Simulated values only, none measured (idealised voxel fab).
process module | voxel fin reveal
cross-section cut | 155 nm wide | cells 5 nm
A cross-section is a grid of square cells, given in bands from the top down. A band is one or more rows of cells.
Each band's line starts with the height of the band's top and of its bottom, in nm. Then come its materials from left to right, each with its width in nm. One material with "throughout" fills the band from edge to edge. "air" is empty space.
Height 0 is the level under which the wafer as received is all one material. The lowest band goes on downwards, as in "0 down".
A width such as "30 to 40" changes by the same amount from each row of cells to the next, from the band's top row to its bottom row.
"no change" after a step means that no cell of the cross-section changed.
closed voids: empty space of 8 cells or more with no open way to the top, each as width x height at its distance from the left edge, in nm
after a step's settings: what the simulator itself notes on the step
overlay nm, on a step with a mask: how far to the right of its planned place the mask lay; to the left if negative
plan
1 op RECEIVE | material Si
2 op CONFORMAL_DEP | material SiN | thk nm 10
3 op DIRECTIONAL_DEP | material aC | thk nm 15
4 op PATTERN | tone cover | mask id FINS | material resist | width nm 15 | pitch nm 40 | thk nm 30 | overlay nm 0
5 op DIRECTIONAL_ETCH | etch materials aC | depth nm 15
6 op STRIP | etch materials resist
7 op DIRECTIONAL_ETCH | etch materials SiN | depth nm 10
8 op DIRECTIONAL_ETCH | etch materials Si | depth nm 30
9 op STRIP | etch materials aC
10 op FILL_DEP | material SiO2 | thk nm 15
11 op CMP | height nm 10
12 op SELECTIVE_ETCH | etch materials SiO2 | depth nm 30
13 op STRIP | etch materials SiN
14 op CONFORMAL_DEP | material HfO2 | thk nm 5
first wafer, as planned
as received, after step 1
  0 down: Si throughout
  closed voids: none
after step 2
  10 to 0: SiN throughout
  below 0: unchanged
after step 3
  25 to 10: aC throughout
  below 10: unchanged
after step 4
  55 to 25: air 50 | resist 15 | air 25 | resist 15 | air 50
  below 25: unchanged
after step 5
  40 to 25: air 50 | resist 15 | air 25 | resist 15 | air 50
  25 to 10: air 50 | aC 15 | air 25 | aC 15 | air 50
  below 10: unchanged
after step 6
  25 to 10: air 50 | aC 15 | air 25 | aC 15 | air 50
  below 10: unchanged
after step 7
  25 to 10: air 50 | aC 15 | air 25 | aC 15 | air 50
  10 to 0: air 50 | SiN 15 | air 25 | SiN 15 | air 50
  below 0: unchanged
after step 8
  25 to 10: air 50 | aC 15 | air 25 | aC 15 | air 50
  10 to 0: air 50 | SiN 15 | air 25 | SiN 15 | air 50
  0 to -30: air 50 | Si 15 | air 25 | Si 15 | air 50
  below -30: unchanged
after step 9
  10 to 0: air 50 | SiN 15 | air 25 | SiN 15 | air 50
  below 0: unchanged
after step 10
  25 to 10: SiO2 throughout
  10 to 0: SiO2 50 | SiN 15 | SiO2 25 | SiN 15 | SiO2 50
  0 to -30: SiO2 50 | Si 15 | SiO2 25 | Si 15 | SiO2 50
  below -30: unchanged
after step 11
  10 to 0: SiO2 50 | SiN 15 | SiO2 25 | SiN 15 | SiO2 50
  below 0: unchanged
after step 12
  10 to 0: air 50 | SiN 15 | air 25 | SiN 15 | air 50
  0 to -20: air 50 | Si 15 | air 25 | Si 15 | air 50
  below -20: unchanged
after step 13
  0 to -20: air 50 | Si 15 | air 25 | Si 15 | air 50
  below -20: unchanged
after step 14
  5 to 0: air 45 | HfO2 25 | air 15 | HfO2 25 | air 45
  0 to -15: air 45 | HfO2 5 | Si 15 | HfO2 5 | air 15 | HfO2 5 | Si 15 | HfO2 5 | air 45
  -15 to -20: HfO2 50 | Si 15 | HfO2 25 | Si 15 | HfO2 50
  below -20: unchanged
second wafer: like start, like plan, one mistake. Through step 13 it matches the first wafer
when step 14 should have ended: no change
what went wrong: step 14 was left out
at the end the second wafer has, in cells: 47 fewer of HfO2
